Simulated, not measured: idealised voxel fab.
process module | voxel air gaps
cross-section cut | 270 nm wide | cells 5 nm
A cross-section is a grid of square cells, given in bands from the top down. A band is one or more rows of cells.
Each band's line starts with the height of the band's top and of its bottom, in nm. Then come its materials from left to right, each with its width in nm. One material with "throughout" fills the band from edge to edge. "air" is empty space.
Height 0 is the level under which the wafer as received is all one material. The lowest band goes on downwards, as in "0 down".
A width such as "30 to 40" changes by the same amount from each row of cells to the next, from the band's top row to its bottom row.
"no change" after a step means that no cell of the cross-section changed.
closed voids: empty space of 8 cells or more with no open way to the top, each as width x height at its distance from the left edge, in nm
after a step's settings: what the simulator itself notes on the step
overlay nm, on a step with a mask: how far to the right of its planned place the mask lay; to the left if negative
plan
1 op RECEIVE | material Si
2 op CONFORMAL_DEP | material SiO2 | thk nm 15
3 op CONFORMAL_DEP | material SiN | thk nm 5
4 op DIRECTIONAL_DEP | material lowk | thk nm 30
5 op PATTERN | tone open | mask id LINES | material resist | width nm 25 | pitch nm 50 | thk nm 15 | overlay nm 0
6 op DIRECTIONAL_ETCH | etch materials lowk | depth nm 30
7 op STRIP | etch materials resist
8 op CONFORMAL_DEP | material TiN | thk nm 5
9 op FILL_DEP | material Cu | thk nm 10
10 op CMP | height nm 50
11 op EPI | material Ru | thk nm 10
12 op SELECTIVE_ETCH | etch materials lowk | depth nm 40
13 op CONFORMAL_DEP | material SiCN | thk nm 5
first wafer, as planned
as received, after step 1
  0 down: Si throughout
  closed voids: none
after step 2
  15 to 0: SiO2 throughout
  below 0: unchanged
after step 3
  20 to 15: SiN throughout
  below 15: unchanged
after step 4
  50 to 20: lowk throughout
  below 20: unchanged
after step 5
  65 to 50: resist 45 | air 25 | resist 25 | air 25 | resist 25 | air 25 | resist 25 | air 25 | resist 50
  below 50: unchanged
after step 6
  65 to 50: resist 45 | air 25 | resist 25 | air 25 | resist 25 | air 25 | resist 25 | air 25 | resist 50
  50 to 20: lowk 45 | air 25 | lowk 25 | air 25 | lowk 25 | air 25 | lowk 25 | air 25 | lowk 50
  below 20: unchanged
after step 7
  50 to 20: lowk 45 | air 25 | lowk 25 | air 25 | lowk 25 | air 25 | lowk 25 | air 25 | lowk 50
  below 20: unchanged
after step 8
  55 to 50: TiN 50 | air 15 | TiN 35 | air 15 | TiN 35 | air 15 | TiN 35 | air 15 | TiN 55
  50 to 25: lowk 45 | TiN 5 | air 15 | TiN 5 | lowk 25 | TiN 5 | air 15 | TiN 5 | lowk 25 | TiN 5 | air 15 | TiN 5 | lowk 25 | TiN 5 | air 15 | TiN 5 | lowk 50
  25 to 20: lowk 45 | TiN 25 | lowk 25 | TiN 25 | lowk 25 | TiN 25 | lowk 25 | TiN 25 | lowk 50
  below 20: unchanged
after step 9
  65 to 55: Cu throughout
  55 to 50: TiN 50 | Cu 15 | TiN 35 | Cu 15 | TiN 35 | Cu 15 | TiN 35 | Cu 15 | TiN 55
  50 to 25: lowk 45 | TiN 5 | Cu 15 | TiN 5 | lowk 25 | TiN 5 | Cu 15 | TiN 5 | lowk 25 | TiN 5 | Cu 15 | TiN 5 | lowk 25 | TiN 5 | Cu 15 | TiN 5 | lowk 50
  below 25: unchanged
after step 10
  50 to 25: lowk 45 | TiN 5 | Cu 15 | TiN 5 | lowk 25 | TiN 5 | Cu 15 | TiN 5 | lowk 25 | TiN 5 | Cu 15 | TiN 5 | lowk 25 | TiN 5 | Cu 15 | TiN 5 | lowk 50
  below 25: unchanged
after step 11
  60 to 50: air 35 | Ru 45 | air 5 | Ru 45 | air 5 | Ru 45 | air 5 | Ru 45 | air 40
  below 50: unchanged
after step 12
  60 to 50: air 35 | Ru 45 | air 5 | Ru 45 | air 5 | Ru 45 | air 5 | Ru 45 | air 40
  50 to 25: air 45 | TiN 5 | Cu 15 | TiN 5 | air 25 | TiN 5 | Cu 15 | TiN 5 | air 25 | TiN 5 | Cu 15 | TiN 5 | air 25 | TiN 5 | Cu 15 | TiN 5 | air 50
  25 to 20: air 45 | TiN 25 | air 25 | TiN 25 | air 25 | TiN 25 | air 25 | TiN 25 | air 50
  below 20: unchanged
after step 13
  65 to 60: air 30 | SiCN 205 | air 35
  60 to 50: air 30 | SiCN 5 | Ru 45 | SiCN 5 | Ru 45 | SiCN 5 | Ru 45 | SiCN 5 | Ru 45 | SiCN 5 | air 35
  50 to 45: air 30 | SiCN 15 | TiN 5 | Cu 15 | TiN 5 | SiCN 25 | TiN 5 | Cu 15 | TiN 5 | SiCN 25 | TiN 5 | Cu 15 | TiN 5 | SiCN 25 | TiN 5 | Cu 15 | TiN 5 | SiCN 15 | air 35
  45 to 25: air 40 | SiCN 5 | TiN 5 | Cu 15 | TiN 5 | SiCN 5 | air 15 | SiCN 5 | TiN 5 | Cu 15 | TiN 5 | SiCN 5 | air 15 | SiCN 5 | TiN 5 | Cu 15 | TiN 5 | SiCN 5 | air 15 | SiCN 5 | TiN 5 | Cu 15 | TiN 5 | SiCN 5 | air 45
  25 to 20: SiCN 45 | TiN 25 | SiCN 25 | TiN 25 | SiCN 25 | TiN 25 | SiCN 25 | TiN 25 | SiCN 50
  below 20: unchanged
  closed voids: 15 x 20 at 75; 15 x 20 at 125; 15 x 20 at 175
second wafer: like start, like plan, one mistake. Through step 4 it matches the first wafer
when step 5 should have ended
  65 to 50: resist 40 | air 25 | resist 25 | air 25 | resist 25 | air 25 | resist 25 | air 25 | resist 55
  below 50: unchanged
when step 6 should have ended
  65 to 50: resist 40 | air 25 | resist 25 | air 25 | resist 25 | air 25 | resist 25 | air 25 | resist 55
  50 to 20: lowk 40 | air 25 | lowk 25 | air 25 | lowk 25 | air 25 | lowk 25 | air 25 | lowk 55
  below 20: unchanged
when step 7 should have ended
  50 to 20: lowk 40 | air 25 | lowk 25 | air 25 | lowk 25 | air 25 | lowk 25 | air 25 | lowk 55
  below 20: unchanged
when step 8 should have ended
  55 to 50: TiN 45 | air 15 | TiN 35 | air 15 | TiN 35 | air 15 | TiN 35 | air 15 | TiN 60
  50 to 25: lowk 40 | TiN 5 | air 15 | TiN 5 | lowk 25 | TiN 5 | air 15 | TiN 5 | lowk 25 | TiN 5 | air 15 | TiN 5 | lowk 25 | TiN 5 | air 15 | TiN 5 | lowk 55
  25 to 20: lowk 40 | TiN 25 | lowk 25 | TiN 25 | lowk 25 | TiN 25 | lowk 25 | TiN 25 | lowk 55
  below 20: unchanged
when step 9 should have ended
  65 to 55: Cu throughout
  55 to 50: TiN 45 | Cu 15 | TiN 35 | Cu 15 | TiN 35 | Cu 15 | TiN 35 | Cu 15 | TiN 60
  50 to 25: lowk 40 | TiN 5 | Cu 15 | TiN 5 | lowk 25 | TiN 5 | Cu 15 | TiN 5 | lowk 25 | TiN 5 | Cu 15 | TiN 5 | lowk 25 | TiN 5 | Cu 15 | TiN 5 | lowk 55
  below 25: unchanged
when step 10 should have ended
  50 to 25: lowk 40 | TiN 5 | Cu 15 | TiN 5 | lowk 25 | TiN 5 | Cu 15 | TiN 5 | lowk 25 | TiN 5 | Cu 15 | TiN 5 | lowk 25 | TiN 5 | Cu 15 | TiN 5 | lowk 55
  below 25: unchanged
when step 11 should have ended
  60 to 50: air 30 | Ru 45 | air 5 | Ru 45 | air 5 | Ru 45 | air 5 | Ru 45 | air 45
  below 50: unchanged
when step 12 should have ended
  60 to 50: air 30 | Ru 45 | air 5 | Ru 45 | air 5 | Ru 45 | air 5 | Ru 45 | air 45
  50 to 25: air 40 | TiN 5 | Cu 15 | TiN 5 | air 25 | TiN 5 | Cu 15 | TiN 5 | air 25 | TiN 5 | Cu 15 | TiN 5 | air 25 | TiN 5 | Cu 15 | TiN 5 | air 55
  25 to 20: air 40 | TiN 25 | air 25 | TiN 25 | air 25 | TiN 25 | air 25 | TiN 25 | air 55
  below 20: unchanged
when step 13 should have ended
  65 to 60: air 25 | SiCN 205 | air 40
  60 to 50: air 25 | SiCN 5 | Ru 45 | SiCN 5 | Ru 45 | SiCN 5 | Ru 45 | SiCN 5 | Ru 45 | SiCN 5 | air 40
  50 to 45: air 25 | SiCN 15 | TiN 5 | Cu 15 | TiN 5 | SiCN 25 | TiN 5 | Cu 15 | TiN 5 | SiCN 25 | TiN 5 | Cu 15 | TiN 5 | SiCN 25 | TiN 5 | Cu 15 | TiN 5 | SiCN 15 | air 40
  45 to 25: air 35 | SiCN 5 | TiN 5 | Cu 15 | TiN 5 | SiCN 5 | air 15 | SiCN 5 | TiN 5 | Cu 15 | TiN 5 | SiCN 5 | air 15 | SiCN 5 | TiN 5 | Cu 15 | TiN 5 | SiCN 5 | air 15 | SiCN 5 | TiN 5 | Cu 15 | TiN 5 | SiCN 5 | air 50
  25 to 20: SiCN 40 | TiN 25 | SiCN 25 | TiN 25 | SiCN 25 | TiN 25 | SiCN 25 | TiN 25 | SiCN 55
  below 20: unchanged
  closed voids: 15 x 20 at 70; 15 x 20 at 120; 15 x 20 at 170
what went wrong: step 5 ran as: op PATTERN | tone open | mask id LINES | material resist | width nm 25 | pitch nm 50 | thk nm 15 | overlay nm -5
at the end the second wafer has, in cells: as many of each material as the first, in other places
